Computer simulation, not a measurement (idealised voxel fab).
Process module under the name voxel released beams
The width of the displayed cross-section, cut, is 245 nm; its cells are square, with a size of 5 nm.
Cross-section format: a grid of square cells, given as bands from top to bottom; each band is one or more rows of cells.
This entry defines a band. It first specifies the height of the band's top and the height of its bottom in nm, and then specifies the band's materials from left to right, stating each material with its width in nm. The word "throughout" identifies a single material that fills the band from edge to edge, while the word "air" identifies empty space.
Convention: height 0 is the level below which the wafer, as received, is all one material. The lowest band does not terminate at the bottom but continues downward, represented as "top 0, no bottom".
The width entry "30..40" should be interpreted row by row: the top row of cells in the band takes the first number, the bottom row takes the second number, and the change between adjacent rows is uniform throughout.
You'll sometimes find "remained unchanged" written for a step, and that's the way of saying that nowhere in the cross-section did a cell change during that step.
In "Listed closed voids" the enclosed voids are listed, meaning empty spaces of 8 cells or larger without any opening to the top. The form is width x height at distance, distance from the left edge, units nm.
Formally, on a step line, whatever follows the settings is a remark that the simulator itself makes on the step.
overlay nm: on a step with a mask, how far right of its planned place the mask lay; negative means left.

## Process steps foreseen in the plan
step 1: RECEIVE [material Si]
step 2: CONFORMAL_DEP [material Al2O3] [thk nm 10]
step 3: DIRECTIONAL_DEP [material SiO2] [thk nm 20]
step 4: MASKED_ETCH [tone open] [mask id ANCHOR] [width nm 45] [etch materials SiO2] [depth nm 20] [overlay nm 0]
step 5: CONFORMAL_DEP [material polySi] [thk nm 15]
step 6: MASKED_ETCH [tone cover] [mask id BEAM] [width nm 105] [etch materials polySi] [depth nm 15] [overlay nm 0]
step 7: STRIP [etch materials SiO2]

## First of two wafers, with the run carried out as planned

## Cross-sectional view of the wafer in its as-received condition, corresponding to the state after step 1
    top 0, no bottom: Si throughout
    Listed closed voids: none

## State of the wafer after step 2, shown in cross-section
    top 10, bottom 0: Al2O3 throughout
    Below 0, no change.

## State of the wafer after step 3, shown in cross-section
    top 30, bottom 10: SiO2 throughout
    Below 10, no change.

## State of the wafer after step 4, shown in cross-section
    top 30, bottom 10: SiO2 70 nm / air 45 nm / SiO2 130 nm
    Below 10, no change.

## State of the wafer after step 5, shown in cross-section
    top 45, bottom 30: polySi 85 nm / air 15 nm / polySi 145 nm
    top 30, bottom 25: SiO2 70 nm / polySi 15 nm / air 15 nm / polySi 15 nm / SiO2 130 nm
    top 25, bottom 10: SiO2 70 nm / polySi 45 nm / SiO2 130 nm
    Below 10, no change.

## State of the wafer after step 6, shown in cross-section
    top 45, bottom 30: air 65 nm / polySi 20 nm / air 15 nm / polySi 70 nm / air 75 nm
    Below 30, no change.

## State of the wafer after step 7, shown in cross-section
    top 45, bottom 30: air 65 nm / polySi 20 nm / air 15 nm / polySi 70 nm / air 75 nm
    top 30, bottom 25: air 70 nm / polySi 15 nm / air 15 nm / polySi 15 nm / air 130 nm
    top 25, bottom 10: air 70 nm / polySi 45 nm / air 130 nm
    Below 10, no change.

## Wafer two. Same start, same plan, one slip in execution. Same as wafer one through step 4, inclusive

## Second wafer shown in cross-section at the time step 5 was slated to end
    top 45, bottom 30: Al2O3 85 nm / air 15 nm / Al2O3 145 nm
    top 30, bottom 25: SiO2 70 nm / Al2O3 15 nm / air 15 nm / Al2O3 15 nm / SiO2 130 nm
    top 25, bottom 10: SiO2 70 nm / Al2O3 45 nm / SiO2 130 nm
    Below 10, no change.

Second wafer shown in cross-section at the time step 6 was slated to end: remained unchanged

Second wafer shown in cross-section at the time step 7 was slated to end: remained unchanged
Processing error: step 5 did not happen as planned, as run it was CONFORMAL_DEP [material Al2O3] [thk nm 15]
Wrapping up, a cell-based count of both wafers puts the second over or under the first for these materials: 171 more of Al2O3; 160 more of SiO2; 87 fewer of polySi
